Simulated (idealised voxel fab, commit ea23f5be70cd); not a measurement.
This is a process module. Its name is voxel capacitor over wiring.
The width of the displayed cross-section, cut, is 155 nm; its cells are square, with a size of 5 nm.
The cross-sections in this document take the form of a grid made of square cells. They are written out as bands, in order from top to bottom. Each band consists of one or more rows of cells. Look at the band entry: it leads with the top's height and the bottom's height in nm. Then it lists the materials left to right, with a width in nm for each. The word "full width" on a single material says that material fills the band edge to edge. The word "empty" is empty space. It should be noted that heights are counted from 0, beneath which the wafer as supplied is of one material throughout, and that the lowest band possesses no lower boundary but continues downward, as written in "0 nm and below". Per-row width for "30..40": begins at first number (top row of band), ends at second number (bottom row), increment between rows held constant. For the purposes of this document, the phrase "no modifications" attached to a step denotes that no cell within the cross-section was modified by that step. Under "Sealed void listing" you'll find the enclosed gaps, the ones with no way out to the top, that are 8 cells or bigger; each reads width x height at distance, with distance counted from the left edge, everything in nm. What comes after the settings on a step's line is commentary from the simulator itself on that step. When a step includes a mask, the "overlay nm" setting on its line states how far to the right of its planned place that mask lay, and negative values state how far to the left.

Steps in the process plan:
1 RECEIVE | material Si
2 CONFORMAL_DEP | material SiO2 | thk nm 15
3 DIRECTIONAL_DEP | material TiN | thk nm 5
4 DIRECTIONAL_DEP | material Ru | thk nm 15
5 MASKED_ETCH | tone cover | mask id METAL_1 | width nm 25 | pitch nm 85 | etch materials Ru | depth nm 15 | overlay nm 0
6 MASKED_ETCH | tone cover | mask id METAL_1 | width nm 25 | pitch nm 85 | etch materials TiN | depth nm 5 | overlay nm 0
7 CONFORMAL_DEP | material SiN | thk nm 5
8 FILL_DEP | material SiO2 | thk nm 5
9 CMP | height nm 35
10 CONFORMAL_DEP | material SiCN | thk nm 5
11 DIRECTIONAL_DEP | material lowk | thk nm 20
12 MASKED_ETCH | tone open | mask id PLUG_1 | width nm 15 | etch materials lowk | depth nm 20 | overlay nm 0
13 MASKED_ETCH | tone open | mask id PLUG_1 | width nm 15 | etch materials SiCN | depth nm 5 | overlay nm 0
14 EPI | material Ru | thk nm 10
15 EPI | material Ru | thk nm 10
16 EPI | material Ru | thk nm 5
17 DIRECTIONAL_DEP | material TiN | thk nm 5
18 DIRECTIONAL_DEP | material SiN | thk nm 5
19 DIRECTIONAL_DEP | material TiN | thk nm 5
20 MASKED_ETCH | tone cover | mask id UPPER_PLATE | width nm 65 | etch materials TiN | depth nm 5 | overlay nm 0
21 MASKED_ETCH | tone cover | mask id UPPER_PLATE | width nm 65 | etch materials SiN | depth nm 5 | overlay nm 0
22 PATTERN | tone cover | mask id LOWER_PLATE | material resist | width nm 75 | thk nm 20 | overlay nm 0
23 DIRECTIONAL_ETCH | etch materials TiN | depth nm 5
24 STRIP | etch materials resist
25 FILL_DEP | material SiO2 | thk nm 20
26 CMP | height nm 90
27 PATTERN | tone open | mask id PLUG_2 | material resist | width nm 15 | thk nm 20 | overlay nm 0
28 DIRECTIONAL_ETCH | etch materials SiO2 | depth nm 15
29 STRIP | etch materials resist
30 CONFORMAL_DEP | material TiN | thk nm 5
31 FILL_DEP | material W | thk nm 10
32 CMP | height nm 90
33 CONFORMAL_DEP | material SiN | thk nm 5

The first wafer of two, processed as planned:

as received, after step 1:
	0 nm and below | Si full width
	Sealed void listing: none

The wafer, seen in cross-section, after step 2:
	15 nm to 0 nm | SiO2 full width
	Whatever lies below 0 is exactly as it was before.

The wafer, seen in cross-section, after step 3:
	20 nm to 15 nm | TiN full width
	Whatever lies below 15 is exactly as it was before.

The wafer, seen in cross-section, after step 4:
	35 nm to 20 nm | Ru full width
	Whatever lies below 20 is exactly as it was before.

The wafer, seen in cross-section, after step 5:
	35 nm to 20 nm | empty: 20  Ru: 25  empty: 60  Ru: 25  empty: 25
	Whatever lies below 20 is exactly as it was before.

The wafer, seen in cross-section, after step 6:
	35 nm to 20 nm | empty: 20  Ru: 25  empty: 60  Ru: 25  empty: 25
	20 nm to 15 nm | empty: 20  TiN: 25  empty: 60  TiN: 25  empty: 25
	Whatever lies below 15 is exactly as it was before.

The wafer, seen in cross-section, after step 7:
	40 nm to 35 nm | empty: 15  SiN: 35  empty: 50  SiN: 35  empty: 20
	35 nm to 20 nm | empty: 15  SiN: 5  Ru: 25  SiN: 5  empty: 50  SiN: 5  Ru: 25  SiN: 5  empty: 20
	20 nm to 15 nm | SiN: 20  TiN: 25  SiN: 60  TiN: 25  SiN: 25
	Whatever lies below 15 is exactly as it was before.

The wafer, seen in cross-section, after step 8:
	45 nm to 40 nm | SiO2 full width
	40 nm to 35 nm | SiO2: 15  SiN: 35  SiO2: 50  SiN: 35  SiO2: 20
	35 nm to 20 nm | SiO2: 15  SiN: 5  Ru: 25  SiN: 5  SiO2: 50  SiN: 5  Ru: 25  SiN: 5  SiO2: 20
	Whatever lies below 20 is exactly as it was before.

The wafer, seen in cross-section, after step 9:
	35 nm to 20 nm | SiO2: 15  SiN: 5  Ru: 25  SiN: 5  SiO2: 50  SiN: 5  Ru: 25  SiN: 5  SiO2: 20
	Whatever lies below 20 is exactly as it was before.

The wafer, seen in cross-section, after step 10:
	40 nm to 35 nm | SiCN full width
	Whatever lies below 35 is exactly as it was before.

The wafer, seen in cross-section, after step 11:
	60 nm to 40 nm | lowk full width
	Whatever lies below 40 is exactly as it was before.

The wafer, seen in cross-section, after step 12:
	60 nm to 40 nm | lowk: 30  empty: 15  lowk: 110
	Whatever lies below 40 is exactly as it was before.

The wafer, seen in cross-section, after step 13:
	60 nm to 40 nm | lowk: 30  empty: 15  lowk: 110
	40 nm to 35 nm | SiCN: 30  empty: 15  SiCN: 110
	Whatever lies below 35 is exactly as it was before.

The wafer, seen in cross-section, after step 14:
	60 nm to 45 nm | lowk: 30  empty: 15  lowk: 110
	45 nm to 40 nm | lowk: 30  Ru: 15  lowk: 110
	40 nm to 35 nm | SiCN: 30  Ru: 15  SiCN: 110
	Whatever lies below 35 is exactly as it was before.

The wafer, seen in cross-section, after step 15:
	60 nm to 55 nm | lowk: 30  empty: 15  lowk: 110
	55 nm to 40 nm | lowk: 30  Ru: 15  lowk: 110
	Whatever lies below 40 is exactly as it was before.

The wafer, seen in cross-section, after step 16:
	60 nm to 40 nm | lowk: 30  Ru: 15  lowk: 110
	Whatever lies below 40 is exactly as it was before.

The wafer, seen in cross-section, after step 17:
	65 nm to 60 nm | TiN full width
	Whatever lies below 60 is exactly as it was before.

The wafer, seen in cross-section, after step 18:
	70 nm to 65 nm | SiN full width
	Whatever lies below 65 is exactly as it was before.

The wafer, seen in cross-section, after step 19:
	75 nm to 70 nm | TiN full width
	Whatever lies below 70 is exactly as it was before.

The wafer, seen in cross-section, after step 20:
	75 nm to 70 nm | empty: 30  TiN: 65  empty: 60
	Whatever lies below 70 is exactly as it was before.

The wafer, seen in cross-section, after step 21:
	75 nm to 70 nm | empty: 30  TiN: 65  empty: 60
	70 nm to 65 nm | empty: 30  SiN: 65  empty: 60
	Whatever lies below 65 is exactly as it was before.

The wafer, seen in cross-section, after step 22:
	95 nm to 75 nm | empty: 25  resist: 75  empty: 55
	75 nm to 70 nm | empty: 25  resist: 5  TiN: 65  resist: 5  empty: 55
	70 nm to 65 nm | empty: 25  resist: 5  SiN: 65  resist: 5  empty: 55
	Whatever lies below 65 is exactly as it was before.

The wafer, seen in cross-section, after step 23:
	95 nm to 75 nm | empty: 25  resist: 75  empty: 55
	75 nm to 70 nm | empty: 25  resist: 5  TiN: 65  resist: 5  empty: 55
	70 nm to 65 nm | empty: 25  resist: 5  SiN: 65  resist: 5  empty: 55
	65 nm to 60 nm | empty: 25  TiN: 75  empty: 55
	Whatever lies below 60 is exactly as it was before.

The wafer, seen in cross-section, after step 24:
	75 nm to 70 nm | empty: 30  TiN: 65  empty: 60
	70 nm to 65 nm | empty: 30  SiN: 65  empty: 60
	Whatever lies below 65 is exactly as it was before.

The wafer, seen in cross-section, after step 25:
	95 nm to 75 nm | SiO2 full width
	75 nm to 70 nm | SiO2: 30  TiN: 65  SiO2: 60
	70 nm to 65 nm | SiO2: 30  SiN: 65  SiO2: 60
	65 nm to 60 nm | SiO2: 25  TiN: 75  SiO2: 55
	Whatever lies below 60 is exactly as it was before.

The wafer, seen in cross-section, after step 26:
	90 nm to 75 nm | SiO2 full width
	Whatever lies below 75 is exactly as it was before.

The wafer, seen in cross-section, after step 27:
	110 nm to 90 nm | resist: 40  empty: 15  resist: 100
	Whatever lies below 90 is exactly as it was before.

The wafer, seen in cross-section, after step 28:
	110 nm to 90 nm | resist: 40  empty: 15  resist: 100
	90 nm to 75 nm | SiO2: 40  empty: 15  SiO2: 100
	Whatever lies below 75 is exactly as it was before.

The wafer, seen in cross-section, after step 29:
	90 nm to 75 nm | SiO2: 40  empty: 15  SiO2: 100
	Whatever lies below 75 is exactly as it was before.

The wafer, seen in cross-section, after step 30:
	95 nm to 90 nm | TiN: 45  empty: 5  TiN: 105
	90 nm to 80 nm | SiO2: 40  TiN: 5  empty: 5  TiN: 5  SiO2: 100
	80 nm to 70 nm | SiO2: 40..30  TiN: 15..65  SiO2: 100..60
	Whatever lies below 70 is exactly as it was before.

The wafer, seen in cross-section, after step 31:
	105 nm to 95 nm | W full width
	95 nm to 90 nm | TiN: 45  W: 5  TiN: 105
	90 nm to 80 nm | SiO2: 40  TiN: 5  W: 5  TiN: 5  SiO2: 100
	Whatever lies below 80 is exactly as it was before.

The wafer, seen in cross-section, after step 32:
	90 nm to 80 nm | SiO2: 40  TiN: 5  W: 5  TiN: 5  SiO2: 100
	Whatever lies below 80 is exactly as it was before.

The wafer, seen in cross-section, after step 33:
	95 nm to 90 nm | SiN full width
	Whatever lies below 90 is exactly as it was before.

The second wafer began exactly as the first did and followed the same plan, but one mistake was made while running it; through step 10 inclusive, the two wafers are identical:

when step 11 should have ended:
	55 nm to 40 nm | lowk full width
	Whatever lies below 40 is exactly as it was before.

when step 12 should have ended:
	55 nm to 40 nm | lowk: 30  empty: 15  lowk: 110
	Whatever lies below 40 is exactly as it was before.

when step 13 should have ended:
	55 nm to 40 nm | lowk: 30  empty: 15  lowk: 110
	40 nm to 35 nm | SiCN: 30  empty: 15  SiCN: 110
	Whatever lies below 35 is exactly as it was before.

when step 14 should have ended:
	55 nm to 45 nm | lowk: 30  empty: 15  lowk: 110
	45 nm to 40 nm | lowk: 30  Ru: 15  lowk: 110
	40 nm to 35 nm | SiCN: 30  Ru: 15  SiCN: 110
	Whatever lies below 35 is exactly as it was before.

when step 15 should have ended:
	55 nm to 40 nm | lowk: 30  Ru: 15  lowk: 110
	Whatever lies below 40 is exactly as it was before.

when step 16 should have ended:
	60 nm to 55 nm | empty: 25  Ru: 25  empty: 105
	Whatever lies below 55 is exactly as it was before.

when step 17 should have ended:
	65 nm to 60 nm | empty: 25  TiN: 25  empty: 105
	60 nm to 55 nm | TiN: 25  Ru: 25  TiN: 105
	Whatever lies below 55 is exactly as it was before.

when step 18 should have ended:
	70 nm to 65 nm | empty: 25  SiN: 25  empty: 105
	65 nm to 60 nm | SiN: 25  TiN: 25  SiN: 105
	Whatever lies below 60 is exactly as it was before.

when step 19 should have ended:
	75 nm to 70 nm | empty: 25  TiN: 25  empty: 105
	70 nm to 65 nm | TiN: 25  SiN: 25  TiN: 105
	Whatever lies below 65 is exactly as it was before.

when step 20 should have ended:
	75 nm to 70 nm | empty: 30  TiN: 20  empty: 105
	70 nm to 65 nm | empty: 25  SiN: 25  TiN: 45  empty: 60
	Whatever lies below 65 is exactly as it was before.

when step 21 should have ended:
	75 nm to 70 nm | empty: 30  TiN: 20  empty: 105
	70 nm to 65 nm | empty: 30  SiN: 20  TiN: 45  empty: 60
	65 nm to 60 nm | empty: 25  TiN: 25  SiN: 45  empty: 60
	Whatever lies below 60 is exactly as it was before.

when step 22 should have ended:
	95 nm to 75 nm | empty: 25  resist: 75  empty: 55
	75 nm to 70 nm | empty: 25  resist: 5  TiN: 20  resist: 50  empty: 55
	70 nm to 65 nm | empty: 25  resist: 5  SiN: 20  TiN: 45  resist: 5  empty: 55
	65 nm to 60 nm | empty: 25  TiN: 25  SiN: 45  resist: 5  empty: 55
	Whatever lies below 60 is exactly as it was before.

when step 23 should have ended:
	95 nm to 75 nm | empty: 25  resist: 75  empty: 55
	75 nm to 70 nm | empty: 25  resist: 5  TiN: 20  resist: 50  empty: 55
	70 nm to 65 nm | empty: 25  resist: 5  SiN: 20  TiN: 45  resist: 5  empty: 55
	65 nm to 60 nm | empty: 25  TiN: 25  SiN: 45  resist: 5  empty: 55
	60 nm to 55 nm | empty: 25  Ru: 25  TiN: 50  empty: 55
	Whatever lies below 55 is exactly as it was before.

when step 24 should have ended:
	75 nm to 70 nm | empty: 30  TiN: 20  empty: 105
	70 nm to 65 nm | empty: 30  SiN: 20  TiN: 45  empty: 60
	65 nm to 60 nm | empty: 25  TiN: 25  SiN: 45  empty: 60
	Whatever lies below 60 is exactly as it was before.

when step 25 should have ended:
	95 nm to 75 nm | SiO2 full width
	75 nm to 70 nm | SiO2: 30  TiN: 20  SiO2: 105
	70 nm to 65 nm | SiO2: 30  SiN: 20  TiN: 45  SiO2: 60
	65 nm to 60 nm | SiO2: 25  TiN: 25  SiN: 45  SiO2: 60
	60 nm to 55 nm | SiO2: 25  Ru: 25  TiN: 50  SiO2: 55
	Whatever lies below 55 is exactly as it was before.

when step 26 should have ended:
	90 nm to 75 nm | SiO2 full width
	Whatever lies below 75 is exactly as it was before.

when step 27 should have ended:
	110 nm to 90 nm | resist: 40  empty: 15  resist: 100
	Whatever lies below 90 is exactly as it was before.

when step 28 should have ended:
	110 nm to 90 nm | resist: 40  empty: 15  resist: 100
	90 nm to 75 nm | SiO2: 40  empty: 15  SiO2: 100
	Whatever lies below 75 is exactly as it was before.

when step 29 should have ended:
	90 nm to 75 nm | SiO2: 40  empty: 15  SiO2: 100
	Whatever lies below 75 is exactly as it was before.

when step 30 should have ended:
	95 nm to 90 nm | TiN: 45  empty: 5  TiN: 105
	90 nm to 80 nm | SiO2: 40  TiN: 5  empty: 5  TiN: 5  SiO2: 100
	80 nm to 70 nm | SiO2: 40..30  TiN: 15..20  SiO2: 100..105
	Whatever lies below 70 is exactly as it was before.

when step 31 should have ended:
	105 nm to 95 nm | W full width
	95 nm to 90 nm | TiN: 45  W: 5  TiN: 105
	90 nm to 80 nm | SiO2: 40  TiN: 5  W: 5  TiN: 5  SiO2: 100
	Whatever lies below 80 is exactly as it was before.

when step 32 should have ended:
	90 nm to 80 nm | SiO2: 40  TiN: 5  W: 5  TiN: 5  SiO2: 100
	Whatever lies below 80 is exactly as it was before.

when step 33 should have ended:
	95 nm to 90 nm | SiN full width
	Whatever lies below 90 is exactly as it was before.
Deviation from plan: step 11, actual vs plan mismatch, actual run DIRECTIONAL_DEP | material lowk | thk nm 15
The second wafer ends with more or fewer cells of some materials than the first, per final count: Ru: 2 more | SiO2: 26 more | lowk: 28 fewer
